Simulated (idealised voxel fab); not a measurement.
This is a process module. Its name is voxel capacitor over wiring.
FYI the section here is cut, 295 nm wide, cells are 5 nm squares.
If you're reading a cross-section in this doc, picture square cells in a grid; it comes to you as bands, top ones listed first down to the bottom, and a band can be one or more rows of cells. The band entry comprises the height of the band's top followed by the height of its bottom, expressed in nm, and subsequently the band's materials from left to right, each stated together with its width in nm. Where a single material is marked with the word "edge to edge", that material fills the band from edge to edge. The word "air" represents empty space. Below 0: as-received wafer, all one material; heights counted from there. Lowest band: no bottom, goes on down, written "z 0 and below". Read "30 to 40" as a graded width: first number on top, second number at the bottom, same change between each pair of neighbouring rows. Key: "all unchanged" - step with no changed cell in the cross-section. Basically, "Enclosed internal cavities" tells you about the enclosed voids: empty spaces with no open way to the top, 8 cells or bigger, each written width x height at distance, where distance is from the left edge, all in nm. If you see something after the settings on a step's line, that's the simulator's own remark about that step. overlay nm, on a step with a mask: how far to the right of its planned place the mask lay; to the left if negative.

**The process steps that were planned are listed below**
| 1 | RECEIVE, material Si |
| 2 | CONFORMAL_DEP, material SiO2, thk nm 15 |
| 3 | CONFORMAL_DEP, material SiCN, thk nm 5 |
| 4 | DIRECTIONAL_DEP, material SiO2, thk nm 20 |
| 5 | MASKED_ETCH, tone open, mask id METAL_1, width nm 20, pitch nm 85, etch materials SiO2, depth nm 20, overlay nm 0 |
| 6 | MASKED_ETCH, tone open, mask id METAL_1, width nm 20, pitch nm 85, etch materials SiCN, depth nm 5, overlay nm 0 |
| 7 | CONFORMAL_DEP, material TiN, thk nm 5 |
| 8 | FILL_DEP, material Cu, thk nm 10 |
| 9 | CMP, height nm 40 |
| 10 | CONFORMAL_DEP, material SiCN, thk nm 5 |
| 11 | DIRECTIONAL_DEP, material SiO2, thk nm 10 |
| 12 | DIRECTIONAL_DEP, material aC, thk nm 15 |
| 13 | PATTERN, tone open, mask id PLUG_1, material resist, width nm 15, thk nm 35, overlay nm 0 |
| 14 | DIRECTIONAL_ETCH, etch materials aC, depth nm 15 |
| 15 | STRIP, etch materials resist |
| 16 | DIRECTIONAL_ETCH, etch materials SiO2, depth nm 10 |
| 17 | DIRECTIONAL_ETCH, etch materials SiCN, depth nm 5 |
| 18 | STRIP, etch materials aC |
| 19 | EPI, material Ru, thk nm 10 |
| 20 | EPI, material Ru, thk nm 5 |
| 21 | DIRECTIONAL_DEP, material TiN, thk nm 10 |
| 22 | DIRECTIONAL_DEP, material SiN, thk nm 5 |
| 23 | DIRECTIONAL_DEP, material TiN, thk nm 5 |
| 24 | DIRECTIONAL_DEP, material aC, thk nm 15 |
| 25 | PATTERN, tone cover, mask id UPPER_PLATE, material resist, width nm 70, thk nm 30, overlay nm 0 |
| 26 | DIRECTIONAL_ETCH, etch materials aC, depth nm 15 |
| 27 | STRIP, etch materials resist |
| 28 | DIRECTIONAL_ETCH, etch materials TiN, depth nm 5 |
| 29 | DIRECTIONAL_ETCH, etch materials SiN, depth nm 5 |
| 30 | STRIP, etch materials aC |
| 31 | DIRECTIONAL_DEP, material aC, thk nm 15 |
| 32 | PATTERN, tone cover, mask id LOWER_PLATE, material resist, width nm 80, thk nm 30, overlay nm 0 |
| 33 | DIRECTIONAL_ETCH, etch materials aC, depth nm 15 |
| 34 | STRIP, etch materials resist |
| 35 | DIRECTIONAL_ETCH, etch materials TiN, depth nm 10 |
| 36 | STRIP, etch materials aC |
| 37 | FILL_DEP, material SiO2, thk nm 15 |
| 38 | CMP, height nm 85 |
| 39 | DIRECTIONAL_DEP, material aC, thk nm 10 |
| 40 | PATTERN, tone open, mask id PLUG_2, material resist, width nm 15, thk nm 25, overlay nm 0 |
| 41 | DIRECTIONAL_ETCH, etch materials aC, depth nm 10 |
| 42 | STRIP, etch materials resist |
| 43 | DIRECTIONAL_ETCH, etch materials SiO2, depth nm 10 |
| 44 | STRIP, etch materials aC |
| 45 | CONFORMAL_DEP, material TiN, thk nm 5 |
| 46 | FILL_DEP, material Cu, thk nm 5 |
| 47 | CMP, height nm 85 |
| 48 | CONFORMAL_DEP, material SiN, thk nm 5 |
The wafers in this document start out alike and differ in the width nm applied at step 40; the plan shows the value used for the first wafer.

**Received condition of the first of several wafers, sectioned: post-step 1**
- z 0 and below = Si edge to edge
- Enclosed internal cavities: none

**Post step 48, the closing step of the module: first of several wafers, cross-sectioned**
- z 90 to 85 = SiN edge to edge
- z 85 to 80 = SiO2 110 nm | TiN 5 nm | Cu 5 nm | TiN 5 nm | SiO2 170 nm
- z 80 to 70 = SiO2 110 to 100 nm | TiN 15 to 70 nm | SiO2 170 to 125 nm
- z 70 to 65 = SiO2 100 nm | SiN 70 nm | SiO2 125 nm
- z 65 to 55 = SiO2 95 nm | TiN 80 nm | SiO2 120 nm
- z 55 to 45 = SiO2 100 nm | Ru 15 nm | SiO2 180 nm
- z 45 to 40 = SiCN 100 nm | Ru 15 nm | SiCN 180 nm
- z 40 to 20 = SiO2 95 nm | TiN 5 nm | Cu 10 nm | TiN 5 nm | SiO2 65 nm | TiN 5 nm | Cu 10 nm | TiN 5 nm | SiO2 95 nm
- z 20 to 15 = SiCN 95 nm | TiN 20 nm | SiCN 65 nm | TiN 20 nm | SiCN 95 nm
- z 15 to 0 = SiO2 edge to edge
- z 0 and below = Si edge to edge
- Enclosed internal cavities: none

**Of the several wafers, the last: cross-section at the end of the module**
- z 90 to 85 = SiN edge to edge
- z 85 to 80 = SiO2 105 nm | TiN 5 nm | Cu 20 nm | TiN 5 nm | SiO2 160 nm
- z 80 to 70 = SiO2 105 to 100 nm | TiN 30 to 70 nm | SiO2 160 to 125 nm
- z 70 to 65 = SiO2 100 nm | SiN 70 nm | SiO2 125 nm
- z 65 to 55 = SiO2 95 nm | TiN 80 nm | SiO2 120 nm
- z 55 to 45 = SiO2 100 nm | Ru 15 nm | SiO2 180 nm
- z 45 to 40 = SiCN 100 nm | Ru 15 nm | SiCN 180 nm
- z 40 to 20 = SiO2 95 nm | TiN 5 nm | Cu 10 nm | TiN 5 nm | SiO2 65 nm | TiN 5 nm | Cu 10 nm | TiN 5 nm | SiO2 95 nm
- z 20 to 15 = SiCN 95 nm | TiN 20 nm | SiCN 65 nm | TiN 20 nm | SiCN 95 nm
- z 15 to 0 = SiO2 edge to edge
- z 0 and below = Si edge to edge
- Enclosed internal cavities: none

**Gained (+) or lost (-) cells of each material since receipt, then closed voids: one row per wafer, at the end of the module**
width nm 15; +17 Cu; +9 Ru; +107 SiCN; +73 SiN; +781 SiO2; +75 TiN; Enclosed internal cavities: none
width nm 20; +18 Cu; +9 Ru; +107 SiCN; +73 SiN; +779 SiO2; +76 TiN; Enclosed internal cavities: none
width nm 25; +19 Cu; +9 Ru; +107 SiCN; +73 SiN; +777 SiO2; +77 TiN; Enclosed internal cavities: none
width nm 30; +20 Cu; +9 Ru; +107 SiCN; +73 SiN; +775 SiO2; +78 TiN; Enclosed internal cavities: none
